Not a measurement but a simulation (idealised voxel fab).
The following is a process module called voxel gate over fins.
Cross-section cut spans 300 nm and uses square cells 5 nm in size.
Throughout this document, each cross-section is represented as a grid of square cells and is presented as a sequence of bands enumerated from the top downward, where a band comprises one or more rows of cells.
What a band's entry tells you: where the top is and where the bottom is, as heights in nm, and after that what lies inside, material by material from left to right, each with its width in nm. Empty space is written as the word "empty", and a single material marked with the word "all across" occupies the band from edge to edge.
Heights are expressed relative to 0, this being the level below which the as-received wafer comprises one material exclusively. The lowest band is unbounded in the downward direction and is denoted as in "top 0, no bottom".
So if you see something like "30 to 40" for the width, read it as the top row of the band sitting at the first number and the bottom row at the second, with every row in between moving by the same amount as the last.
The cross-section has no changed cell in any step marked "no alteration".
"Fully sealed cavities" means: voids of 8 cells or more that are shut off from the top with no open way through. Written width x height at distance, distance from the left edge, in nm.
Whatever follows a step's settings on its line is a remark the simulator itself makes about that step.
The optional step-line setting "overlay nm" applies to steps with a mask and quantifies how far to the right of its planned location the mask lay, a negative value indicating leftward placement.
-- Listed below are the process steps as planned
| 1 | RECEIVE,material Si |
| 2 | CONFORMAL_DEP,material SiN,thk nm 5 |
| 3 | DIRECTIONAL_DEP,material aC,thk nm 10 |
| 4 | PATTERN,tone cover,mask id FINS,material resist,width nm 15,pitch nm 40,thk nm 30,overlay nm 0 |
| 5 | DIRECTIONAL_ETCH,etch materials aC,depth nm 10 |
| 6 | STRIP,etch materials resist |
| 7 | DIRECTIONAL_ETCH,etch materials SiN,depth nm 5 |
| 8 | DIRECTIONAL_ETCH,etch materials Si,depth nm 30 |
| 9 | STRIP,etch materials aC |
| 10 | OXIDIZE,depth nm 5 |
| 11 | FILL_DEP,material SiO2,thk nm 10 |
| 12 | CMP,height nm 5 |
| 13 | SELECTIVE_ETCH,etch materials SiO2,depth nm 20 |
| 14 | STRIP,etch materials SiN |
| 15 | CONFORMAL_DEP,material HfO2,thk nm 5 |
| 16 | CONFORMAL_DEP,material TiN,thk nm 5 |
| 17 | CONFORMAL_DEP,material TiAl,thk nm 5 |
| 18 | CONFORMAL_DEP,material TiN,thk nm 5 |
| 19 | FILL_DEP,material W,thk nm 15 |
| 20 | CMP,height nm 30 |
| 21 | CONFORMAL_DEP,material SiCN,thk nm 5 |
-- The cross-section here shows the wafer as received, i.e. in its state after step 1
  top 0, no bottom  Si all across
  Fully sealed cavities: none
-- Post-module cross-section of the first of two wafers (run per plan)
  top 35, bottom 30  SiCN all across
  top 30, bottom 20  W all across
  top 20, bottom 15  W: 85, TiN: 125, W: 90
  top 15, bottom 10  W: 85, TiN: 5, TiAl: 35, TiN: 5, TiAl: 35, TiN: 5, TiAl: 35, TiN: 5, W: 90
  top 10, bottom 5  W: 85, TiN: 5, TiAl: 5, TiN: 25, TiAl: 5, TiN: 5, TiAl: 5, TiN: 25, TiAl: 5, TiN: 5, TiAl: 5, TiN: 25, TiAl: 5, TiN: 5, W: 90
  top 5, bottom 0  TiN: 90, TiAl: 5, TiN: 5, HfO2: 15, TiN: 5, TiAl: 5, TiN: 5, TiAl: 5, TiN: 5, HfO2: 15, TiN: 5, TiAl: 5, TiN: 5, TiAl: 5, TiN: 5, HfO2: 15, TiN: 5, TiAl: 5, TiN: 95
  top 0, bottom -5  TiAl: 95, TiN: 5, HfO2: 5, Si: 5, HfO2: 5, TiN: 5, TiAl: 15, TiN: 5, HfO2: 5, Si: 5, HfO2: 5, TiN: 5, TiAl: 15, TiN: 5, HfO2: 5, Si: 5, HfO2: 5, TiN: 5, TiAl: 100
  top -5, bottom -10  TiN: 100, HfO2: 5, Si: 5, HfO2: 5, TiN: 25, HfO2: 5, Si: 5, HfO2: 5, TiN: 25, HfO2: 5, Si: 5, HfO2: 5, TiN: 105
  top -10, bottom -15  HfO2: 105, Si: 5, HfO2: 35, Si: 5, HfO2: 35, Si: 5, HfO2: 110
  top -15, bottom -35  SiO2: 105, Si: 5, SiO2: 35, Si: 5, SiO2: 35, Si: 5, SiO2: 110
  top -35, no bottom  Si all across
  Fully sealed cavities: none
-- Cross-sectional view of the second of two wafers upon completion of the module. This wafer shared its starting condition and process plan with the first; one error was made during its execution
  top 35, bottom 30  SiCN all across
  top 30, bottom 20  W all across
  top 20, bottom 15  W: 95, TiN: 125, W: 80
  top 15, bottom 10  W: 95, TiN: 5, TiAl: 35, TiN: 5, TiAl: 35, TiN: 5, TiAl: 35, TiN: 5, W: 80
  top 10, bottom 5  W: 95, TiN: 5, TiAl: 5, TiN: 25, TiAl: 5, TiN: 5, TiAl: 5, TiN: 25, TiAl: 5, TiN: 5, TiAl: 5, TiN: 25, TiAl: 5, TiN: 5, W: 80
  top 5, bottom 0  TiN: 100, TiAl: 5, TiN: 5, HfO2: 15, TiN: 5, TiAl: 5, TiN: 5, TiAl: 5, TiN: 5, HfO2: 15, TiN: 5, TiAl: 5, TiN: 5, TiAl: 5, TiN: 5, HfO2: 15, TiN: 5, TiAl: 5, TiN: 85
  top 0, bottom -5  TiAl: 105, TiN: 5, HfO2: 5, Si: 5, HfO2: 5, TiN: 5, TiAl: 15, TiN: 5, HfO2: 5, Si: 5, HfO2: 5, TiN: 5, TiAl: 15, TiN: 5, HfO2: 5, Si: 5, HfO2: 5, TiN: 5, TiAl: 90
  top -5, bottom -10  TiN: 110, HfO2: 5, Si: 5, HfO2: 5, TiN: 25, HfO2: 5, Si: 5, HfO2: 5, TiN: 25, HfO2: 5, Si: 5, HfO2: 5, TiN: 95
  top -10, bottom -15  HfO2: 115, Si: 5, HfO2: 35, Si: 5, HfO2: 35, Si: 5, HfO2: 100
  top -15, bottom -35  SiO2: 115, Si: 5, SiO2: 35, Si: 5, SiO2: 35, Si: 5, SiO2: 100
  top -35, no bottom  Si all across
  Fully sealed cavities: none
In executing the process, a mistake was made relative to the plan: step 4 changed vs plan, executed as PATTERN,tone cover,mask id FINS,material resist,width nm 15,pitch nm 40,thk nm 30,overlay nm 10
Cell counts per material: same on both final wafers. Positions: different.
